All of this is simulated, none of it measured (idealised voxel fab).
Presented below is a process module, voxel wiring stack.
Pictured: cross-section cut, 285 nm wide, on a grid of 5 nm square cells.
In this document a cross-section is written as a grid of square cells. It is given as a series of bands, listed from the top down, and a band is one or more rows of cells. Top height, bottom height, nm. Materials left to right, width each, nm. Single material + "edge to edge" = fills band edge to edge. "air" = empty. Height 0 is the level under which the wafer as received is all one material. The lowest band goes on downwards, as in "0 nm and below". A width given as "30->40" starts at the first number in the band's top row and ends at the second number in its bottom row, shifting by an equal amount at every step from row to row. Given "no modifications" for a step, no cell of the cross-section differs between before and after that step. Entry "Closed empty spaces". Content: empty spaces with no open connection to the top, size 8 cells or greater. Each: width x height at distance. Distance: from left edge. Unit: nm. The remark found on a step's line after its settings is issued by the simulator itself and pertains to that step. Steps that use a mask can have "overlay nm" on their line. It says how far the mask sat to the right of where it was meant to be. Negative means to the left.

Here's what the planned process steps look like:
1) RECEIVE,material Si
2) CONFORMAL_DEP,material SiO2,thk nm 15
3) CONFORMAL_DEP,material SiCN,thk nm 5
4) DIRECTIONAL_DEP,material SiO2,thk nm 25
5) MASKED_ETCH,tone open,mask id METAL_1,width nm 25,pitch nm 40,etch materials SiO2,depth nm 25,overlay nm 0
6) MASKED_ETCH,tone open,mask id METAL_1,width nm 25,pitch nm 40,etch materials SiCN,depth nm 5,overlay nm 0
7) CONFORMAL_DEP,material TiN,thk nm 5
8) FILL_DEP,material Ru,thk nm 10
9) CMP,height nm 45
10) EPI,material Ru,thk nm 5
11) FILL_DEP,material SiCN,thk nm 5
12) DIRECTIONAL_DEP,material lowk,thk nm 35
13) MASKED_ETCH,tone open,mask id METAL_2,width nm 25,pitch nm 40,etch materials lowk,depth nm 20,overlay nm 0
14) MASKED_ETCH,tone open,mask id METAL_2_HOLES,width nm 15,pitch nm 80,etch materials lowk,depth nm 15,overlay nm 0
15) MASKED_ETCH,tone open,mask id METAL_2_HOLES,width nm 15,pitch nm 80,etch materials SiCN,depth nm 5,overlay nm 0
16) CONFORMAL_DEP,material TiN,thk nm 5
17) FILL_DEP,material Cu,thk nm 5
18) CMP,height nm 90
19) CONFORMAL_DEP,material SiCN,thk nm 5
20) DIRECTIONAL_DEP,material SiO2,thk nm 10
21) DIRECTIONAL_DEP,material aC,thk nm 15
22) PATTERN,tone open,mask id PLUG_2,material resist,width nm 15,pitch nm 40,thk nm 35,overlay nm 0
23) DIRECTIONAL_ETCH,etch materials aC,depth nm 15
24) STRIP,etch materials resist
25) DIRECTIONAL_ETCH,etch materials SiO2,depth nm 10
26) DIRECTIONAL_ETCH,etch materials SiCN,depth nm 5
27) STRIP,etch materials aC
28) EPI,material Ru,thk nm 10
29) EPI,material Ru,thk nm 5
30) CONFORMAL_DEP,material SiN,thk nm 5
31) DIRECTIONAL_DEP,material lowk,thk nm 20
32) DIRECTIONAL_DEP,material aC,thk nm 10
33) PATTERN,tone open,mask id METAL_3,material resist,width nm 15,pitch nm 40,thk nm 30,overlay nm 0
34) DIRECTIONAL_ETCH,etch materials aC,depth nm 10
35) STRIP,etch materials resist
36) DIRECTIONAL_ETCH,etch materials lowk,depth nm 20
37) DIRECTIONAL_ETCH,etch materials SiN,depth nm 5
38) STRIP,etch materials aC
39) CONFORMAL_DEP,material TiN,thk nm 5
40) FILL_DEP,material W,thk nm 10
41) CMP,height nm 130
42) CONFORMAL_DEP,material SiCN,thk nm 5
43) DIRECTIONAL_DEP,material lowk,thk nm 15
44) DIRECTIONAL_DEP,material aC,thk nm 15
45) PATTERN,tone open,mask id PLUG_3,material resist,width nm 15,pitch nm 80,thk nm 35,overlay nm 0
46) DIRECTIONAL_ETCH,etch materials aC,depth nm 15
47) STRIP,etch materials resist
48) DIRECTIONAL_ETCH,etch materials lowk,depth nm 15
49) DIRECTIONAL_ETCH,etch materials SiCN,depth nm 5
50) STRIP,etch materials aC
51) EPI,material Ru,thk nm 10
52) EPI,material Ru,thk nm 10
53) DIRECTIONAL_DEP,material TiN,thk nm 5
54) DIRECTIONAL_DEP,material Ru,thk nm 15
55) MASKED_ETCH,tone cover,mask id METAL_4,width nm 25,pitch nm 40,etch materials Ru,depth nm 15,overlay nm 0
56) MASKED_ETCH,tone cover,mask id METAL_4,width nm 25,pitch nm 40,etch materials TiN,depth nm 5,overlay nm 0
57) CONFORMAL_DEP,material SiCN,thk nm 5
58) FILL_DEP,material lowk,thk nm 10
59) CMP,height nm 170
60) CONFORMAL_DEP,material SiCN,thk nm 5
The wafers are alike at the start. At step 33, their width nm differs. The plan lists the first wafer's value.

The as-received cross-section of the first of several wafers corresponds to the state after step 1:
- 0 nm and below | Si edge to edge
- Closed empty spaces: none

Quick key for the table: a row per wafer, taken at the end of the module. For each material it tells you how many cells the wafer gained (+) or lost (-) since it came in, and the closed voids come after:
width nm 15; +44 Cu; +208 Ru; +331 SiCN; +45 SiN; +446 SiO2; +184 TiN; +16 W; +721 lowk; Closed empty spaces: none
width nm 20; +44 Cu; +208 Ru; +331 SiCN; +41 SiN; +446 SiO2; +188 TiN; +32 W; +705 lowk; Closed empty spaces: none
width nm 25; +44 Cu; +208 Ru; +331 SiCN; +37 SiN; +446 SiO2; +192 TiN; +48 W; +689 lowk; Closed empty spaces: none
